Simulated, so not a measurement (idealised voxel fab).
Title: Process Module voxel gate over fins
The cross-section on display is named cut; it measures 280 nm wide, and its cells are 5 nm squares.
Cross-section, as written here: a square-cell grid given band by band from the top down, where a band holds one or more rows of cells. This entry defines a band. It first specifies the height of the band's top and the height of its bottom in nm, and then specifies the band's materials from left to right, stating each material with its width in nm. The word "full width" identifies a single material that fills the band from edge to edge, while the word "air" identifies empty space. The reference from which all heights are counted is 0, the level beneath which the as-received wafer is entirely one material; the lowest band, having no lower bound, proceeds downward and is written after the example "0 and below". Note: "30..40" means the width goes from the first number (top row of the band) to the second number (bottom row) in equal steps per row of cells. "nothing was modified" means the step left every cell of the cross-section as it was. Enclosed voids (no open way to top), threshold 8 cells or more, entry "Fully closed voids", notation width x height at distance, distance from left edge, nm. Anything after a step's settings on that line? It's the simulator's own note about the step. overlay nm: where the mask lay relative to plan, measured to the right, on steps with a mask; negatives go left.
Set out below are the planned steps of the process
1) RECEIVE (material Si)
2) CONFORMAL_DEP (material SiN; thk nm 5)
3) PATTERN (tone cover; mask id FINS; material resist; width nm 15; pitch nm 45; thk nm 20; overlay nm -15)
4) DIRECTIONAL_ETCH (etch materials SiN; depth nm 5)
5) DIRECTIONAL_ETCH (etch materials Si; depth nm 35)
6) STRIP (etch materials resist)
7) FILL_DEP (material SiO2; thk nm 15)
8) CMP (height nm 5)
9) SELECTIVE_ETCH (etch materials SiO2; depth nm 20)
10) STRIP (etch materials SiN)
11) CONFORMAL_DEP (material HfO2; thk nm 5)
12) CONFORMAL_DEP (material TiN; thk nm 5)
13) CONFORMAL_DEP (material TiAl; thk nm 5)
14) CONFORMAL_DEP (material TiN; thk nm 5)
15) FILL_DEP (material W; thk nm 10)
16) CMP (height nm 25)
17) CONFORMAL_DEP (material SiN; thk nm 10)
The value of overlay nm given for step 3 in the plan refers to the first wafer; the wafers vary in this setting and are alike at the start.
Step 1 complete: as-received cross-section of the first of several wafers
> 0 and below | Si full width
> Fully closed voids: none
Module end state after final step 17: cross-section of the first of several wafers
> 35 down to 25 | SiN full width
> 25 down to 20 | W full width
> 20 down to 15 | 75 nm W, 100 nm TiN, 105 nm W
> 15 down to 10 | 75 nm W, 5 nm TiN, 90 nm TiAl, 5 nm TiN, 105 nm W
> 10 down to 5 | 75 nm W, 5 nm TiN, 5 nm TiAl, 35 nm TiN, 10 nm TiAl, 35 nm TiN, 5 nm TiAl, 5 nm TiN, 105 nm W
> 5 down to 0 | 80 nm TiN, 5 nm TiAl, 5 nm TiN, 25 nm HfO2, 5 nm TiN, 10 nm TiAl, 5 nm TiN, 25 nm HfO2, 5 nm TiN, 5 nm TiAl, 110 nm TiN
> 0 down to -5 | 85 nm TiAl, 5 nm TiN, 5 nm HfO2, 15 nm Si, 5 nm HfO2, 5 nm TiN, 10 nm TiAl, 5 nm TiN, 5 nm HfO2, 15 nm Si, 5 nm HfO2, 5 nm TiN, 115 nm TiAl
> -5 down to -10 | 90 nm TiN, 5 nm HfO2, 15 nm Si, 5 nm HfO2, 20 nm TiN, 5 nm HfO2, 15 nm Si, 5 nm HfO2, 120 nm TiN
> -10 down to -15 | 95 nm HfO2, 15 nm Si, 30 nm HfO2, 15 nm Si, 125 nm HfO2
> -15 down to -35 | 95 nm SiO2, 15 nm Si, 30 nm SiO2, 15 nm Si, 125 nm SiO2
> -35 and below | Si full width
> Fully closed voids: none
Cross-section of the final wafer among several, taken at the end of the module
> 35 down to 25 | SiN full width
> 25 down to 20 | W full width
> 20 down to 15 | 105 nm W, 100 nm TiN, 75 nm W
> 15 down to 10 | 105 nm W, 5 nm TiN, 90 nm TiAl, 5 nm TiN, 75 nm W
> 10 down to 5 | 105 nm W, 5 nm TiN, 5 nm TiAl, 35 nm TiN, 10 nm TiAl, 35 nm TiN, 5 nm TiAl, 5 nm TiN, 75 nm W
> 5 down to 0 | 110 nm TiN, 5 nm TiAl, 5 nm TiN, 25 nm HfO2, 5 nm TiN, 10 nm TiAl, 5 nm TiN, 25 nm HfO2, 5 nm TiN, 5 nm TiAl, 80 nm TiN
> 0 down to -5 | 115 nm TiAl, 5 nm TiN, 5 nm HfO2, 15 nm Si, 5 nm HfO2, 5 nm TiN, 10 nm TiAl, 5 nm TiN, 5 nm HfO2, 15 nm Si, 5 nm HfO2, 5 nm TiN, 85 nm TiAl
> -5 down to -10 | 120 nm TiN, 5 nm HfO2, 15 nm Si, 5 nm HfO2, 20 nm TiN, 5 nm HfO2, 15 nm Si, 5 nm HfO2, 90 nm TiN
> -10 down to -15 | 125 nm HfO2, 15 nm Si, 30 nm HfO2, 15 nm Si, 95 nm HfO2
> -15 down to -35 | 125 nm SiO2, 15 nm Si, 30 nm SiO2, 15 nm Si, 95 nm SiO2
> -35 and below | Si full width
> Fully closed voids: none
For your reference, the table is organized with a row per wafer; each row reflects the wafer at the end of the module, indicating for each material the cells gained (+) or lost (-) since receipt, and thereafter its closed voids
overlay nm -15, +68 HfO2, -350 Si, +112 SiN, +200 SiO2, +68 TiAl, +130 TiN, +164 W, Fully closed voids: none
overlay nm -10, +68 HfO2, -350 Si, +112 SiN, +200 SiO2, +68 TiAl, +130 TiN, +164 W, Fully closed voids: none
overlay nm -5, +68 HfO2, -350 Si, +112 SiN, +200 SiO2, +68 TiAl, +130 TiN, +164 W, Fully closed voids: none
overlay nm 0, +68 HfO2, -350 Si, +112 SiN, +200 SiO2, +68 TiAl, +130 TiN, +164 W, Fully closed voids: none
overlay nm 5, +68 HfO2, -350 Si, +112 SiN, +200 SiO2, +68 TiAl, +130 TiN, +164 W, Fully closed voids: none
overlay nm 10, +68 HfO2, -350 Si, +112 SiN, +200 SiO2, +68 TiAl, +130 TiN, +164 W, Fully closed voids: none
overlay nm 15, +68 HfO2, -350 Si, +112 SiN, +200 SiO2, +68 TiAl, +130 TiN, +164 W, Fully closed voids: none
